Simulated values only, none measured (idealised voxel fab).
Module name: voxel spacer lines (process module)
Cross-sectional view cut (width: 220 nm; square cell size: 5 nm).
Reading order for cross-sections: top band down to bottom band. Underlying form: a grid of square cells. Band size: one or more rows of cells.
The band entry comprises the height of the band's top followed by the height of its bottom, expressed in nm, and subsequently the band's materials from left to right, each stated together with its width in nm. Where a single material is marked with the word "full width", that material fills the band from edge to edge. The word "air" represents empty space.
The level at which height equals 0 is the one under which the wafer, as it arrives, is entirely one material. No lower edge exists for the bottom band, which continues downward and is notated as in "0 nm and below".
The two numbers in a width such as "30..40" mark its ends across the band: the first belongs to the top row of cells, the second to the bottom row, and from each row to the next the width moves by the same amount.
"no alterations made" (step): cross-section cells unchanged, all of them.
Listed in "Voids, sealed": every empty space of 8 or more cells without an open way to the top. Form: width x height at distance, the distance being from the left edge, all in nm.
On a step's line, text after the settings is the simulator commenting on that step.
overlay nm: where the mask lay relative to plan, measured to the right, on steps with a mask; negatives go left.

INTENDED PROCESS STEPS
1: RECEIVE, material Si
2: CONFORMAL_DEP, material Al2O3, thk nm 5
3: DIRECTIONAL_DEP, material polySi, thk nm 15
4: DIRECTIONAL_DEP, material aC, thk nm 30
5: PATTERN, tone cover, mask id MANDREL, material resist, width nm 25, pitch nm 80, thk nm 40, overlay nm 0
6: DIRECTIONAL_ETCH, etch materials aC, depth nm 30
7: STRIP, etch materials resist
8: CONFORMAL_DEP, material SiN, thk nm 15
9: DIRECTIONAL_ETCH, etch materials SiN, depth nm 15
10: STRIP, etch materials aC
11: DIRECTIONAL_ETCH, etch materials polySi, depth nm 15
12: STRIP, etch materials SiN

CROSS-SECTION: WAFER ON ARRIVAL = AFTER STEP 1
* 0 nm and below = Si full width
* Voids, sealed: none

THE CROSS-SECTION SHOWN CORRESPONDS TO THE WAFER AT THE CONCLUSION OF THE MODULE. THE INITIAL STRUCTURE AND THE PROCESS PLAN ARE THOSE PRESENTED ABOVE; HOWEVER, ONE MISTAKE OCCURRED IN EXECUTING THE PLAN
* 20 nm to 5 nm = air 15, polySi 25, air 55, polySi 25, air 55, polySi 25, air 20
* 5 nm to 0 nm = Al2O3 full width
* 0 nm and below = Si full width
* Voids, sealed: none
What went wrong in running the wafer? step 5 was processed under conditions differing from the plan, specifically as PATTERN, tone open, mask id MANDREL, material resist, width nm 25, pitch nm 80, thk nm 40, overlay nm 0
